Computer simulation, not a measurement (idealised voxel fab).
This is a process module. Its name is voxel gate over fins.
Cross-section cut spans 295 nm and uses square cells 5 nm in size.
Just so we're on the same page, the cross-sections are grids of square cells, and they're listed out in bands top to bottom, each band one or more rows deep. Quick guide to a band line: top height, bottom height (nm) up front; then every material left to right with its width in nm. Only one material and it's marked "all across"? Then it fills the band edge to edge. And "empty" just means empty space. All heights in this document are referenced to 0, defined as the level beneath which the wafer, as received, consists entirely of one material. The lowest band is not bounded below; it extends indefinitely downward and is written in the form "top 0, no bottom". When a width is written as two numbers, as in "30->40", the first number is the width in the top row of cells of the band and the second is the width in its bottom row, and the width changes by the same amount from each row to the next. Step marked "no change occurred"? Then no cell in the cross-section changed in it. "Closed void table" means: voids of 8 cells or more that are shut off from the top with no open way through. Written width x height at distance, distance from the left edge, in nm. Past the settings on a step's line: simulator remark, on that step. "overlay nm" answers the question of how far to the right of plan the mask lay on a step that has a mask, and when it is negative the answer is to the left.
PLANNED PROCESS STEPS
1,RECEIVE with material Si
2,CONFORMAL_DEP with material SiN, thk nm 5
3,MASKED_ETCH with tone cover, mask id FINS, width nm 15, pitch nm 40, etch materials SiN, depth nm 5, overlay nm 0
4,MASKED_ETCH with tone cover, mask id FINS, width nm 15, pitch nm 40, etch materials Si, depth nm 30, overlay nm 0
5,FILL_DEP with material SiO2, thk nm 5
6,CMP with height nm 5
7,SELECTIVE_ETCH with etch materials SiO2, depth nm 20
8,STRIP with etch materials SiN
9,CONFORMAL_DEP with material HfO2, thk nm 5
10,CONFORMAL_DEP with material TiN, thk nm 5
11,CONFORMAL_DEP with material TiAl, thk nm 5
12,CONFORMAL_DEP with material TiN, thk nm 5
13,FILL_DEP with material W, thk nm 15
14,CMP with height nm 30
15,CONFORMAL_DEP with material SiN, thk nm 5
Across this set of wafers, the varied parameter is the width nm of step 4. Starting conditions are identical for every wafer, and the plan reports the value assigned to the first wafer.
STEP 1 COMPLETE: AS-RECEIVED CROSS-SECTION OF THE FIRST OF SEVERAL WAFERS
* top 0, no bottom: Si all across
* Closed void table: none
NOTE: THE FOLLOWING TABLE IS ARRANGED BY WAFER, A ROW APIECE. EACH ROW REPORTS THE END-OF-MODULE STATE: PER MATERIAL, CELLS GAINED (+) OR CELLS LOST (-) COMPARED WITH THE WAFER AS RECEIVED; CLOSED VOIDS FOLLOW
width nm 15, +83 HfO2, -282 Si, +59 SiN, +141 SiO2, +74 TiAl, +148 TiN, +190 W, Closed void table: none
width nm 20, +83 HfO2, -258 Si, +59 SiN, +129 SiO2, +65 TiAl, +148 TiN, +187 W, Closed void table: none
width nm 25, +83 HfO2, -234 Si, +59 SiN, +117 SiO2, +65 TiAl, +139 TiN, +184 W, Closed void table: none
